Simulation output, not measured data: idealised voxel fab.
process module | voxel capacitor over wiring
cross-section cut | 210 nm wide | cells 5 nm
A cross-section is a grid of square cells, given in bands from the top down. A band is one or more rows of cells.
Each band's line starts with the height of the band's top and of its bottom, in nm. Then come its materials from left to right, each with its width in nm. One material with "throughout" fills the band from edge to edge. "air" is empty space.
Height 0 is the level under which the wafer as received is all one material. The lowest band goes on downwards, as in "0 down".
A width such as "30 to 40" changes by the same amount from each row of cells to the next, from the band's top row to its bottom row.
"no change" after a step means that no cell of the cross-section changed.
closed voids: empty space of 8 cells or more with no open way to the top, each as width x height at its distance from the left edge, in nm
after a step's settings: what the simulator itself notes on the step
overlay nm, on a step with a mask: how far to the right of its planned place the mask lay; to the left if negative
plan
1 op RECEIVE | material Si
2 op CONFORMAL_DEP | material SiO2 | thk nm 15
3 op CONFORMAL_DEP | material SiCN | thk nm 5
4 op DIRECTIONAL_DEP | material SiO2 | thk nm 20
5 op PATTERN | tone open | mask id METAL_1 | material resist | width nm 20 | pitch nm 80 | thk nm 15 | overlay nm 0
6 op DIRECTIONAL_ETCH | etch materials SiO2 | depth nm 20
7 op DIRECTIONAL_ETCH | etch materials SiCN | depth nm 5
8 op STRIP | etch materials resist
9 op CONFORMAL_DEP | material TiN | thk nm 5
10 op FILL_DEP | material W | thk nm 10
11 op CMP | height nm 40
12 op EPI | material Ru | thk nm 5
13 op FILL_DEP | material SiCN | thk nm 5
14 op DIRECTIONAL_DEP | material lowk | thk nm 15
15 op MASKED_ETCH | tone open | mask id PLUG_1 | width nm 15 | etch materials lowk | depth nm 15 | overlay nm 0
16 op MASKED_ETCH | tone open | mask id PLUG_1 | width nm 15 | etch materials SiCN | depth nm 5 | overlay nm 0
17 op EPI | material Ru | thk nm 10
18 op EPI | material Ru | thk nm 10
19 op DIRECTIONAL_DEP | material TiN | thk nm 5
20 op DIRECTIONAL_DEP | material HfO2 | thk nm 5
21 op DIRECTIONAL_DEP | material TiN | thk nm 5
22 op PATTERN | tone cover | mask id UPPER_PLATE | material resist | width nm 65 | thk nm 20 | overlay nm 0
23 op DIRECTIONAL_ETCH | etch materials TiN | depth nm 5
24 op DIRECTIONAL_ETCH | etch materials HfO2 | depth nm 5
25 op STRIP | etch materials resist
26 op MASKED_ETCH | tone cover | mask id LOWER_PLATE | width nm 75 | etch materials TiN | depth nm 5 | overlay nm 0
27 op FILL_DEP | material SiO2 | thk nm 20
28 op CMP | height nm 95
29 op PATTERN | tone open | mask id PLUG_2 | material resist | width nm 15 | thk nm 20 | overlay nm 0
30 op DIRECTIONAL_ETCH | etch materials SiO2 | depth nm 15
31 op STRIP | etch materials resist
32 op CONFORMAL_DEP | material TiN | thk nm 5
33 op FILL_DEP | material Cu | thk nm 10
34 op CMP | height nm 95
35 op CONFORMAL_DEP | material SiN | thk nm 5
as received, after step 1
  0 down: Si throughout
  closed voids: none
a wafer at the end: this start, this plan, one mistake
  100 to 95: SiN throughout
  95 to 85: SiO2 70 | TiN 5 | Cu 5 | TiN 5 | SiO2 125
  85 to 75: SiO2 70 to 60 | TiN 15 to 30 | SiO2 125 to 120
  75 to 70: SiO2 60 | HfO2 30 | SiO2 120
  70 to 65: SiO2 55 | TiN 35 | SiO2 120
  65 to 60: SiO2 45 | Ru 45 | TiN 35 | SiO2 85
  60 to 55: SiO2 45 | Ru 45 | HfO2 35 | SiO2 85
  55 to 50: SiO2 45 | Ru 45 | TiN 40 | SiO2 80
  50 to 45: SiCN 60 | Ru 15 | SiCN 135
  45 to 40: SiCN 50 | Ru 30 | SiCN 50 | Ru 30 | SiCN 50
  40 to 20: SiO2 55 | TiN 5 | W 10 | TiN 5 | SiO2 60 | TiN 5 | W 10 | TiN 5 | SiO2 55
  20 to 15: SiCN 55 | TiN 20 | SiCN 60 | TiN 20 | SiCN 55
  15 to 0: SiO2 throughout
  0 down: Si throughout
  closed voids: none
what went wrong: step 14 was left out
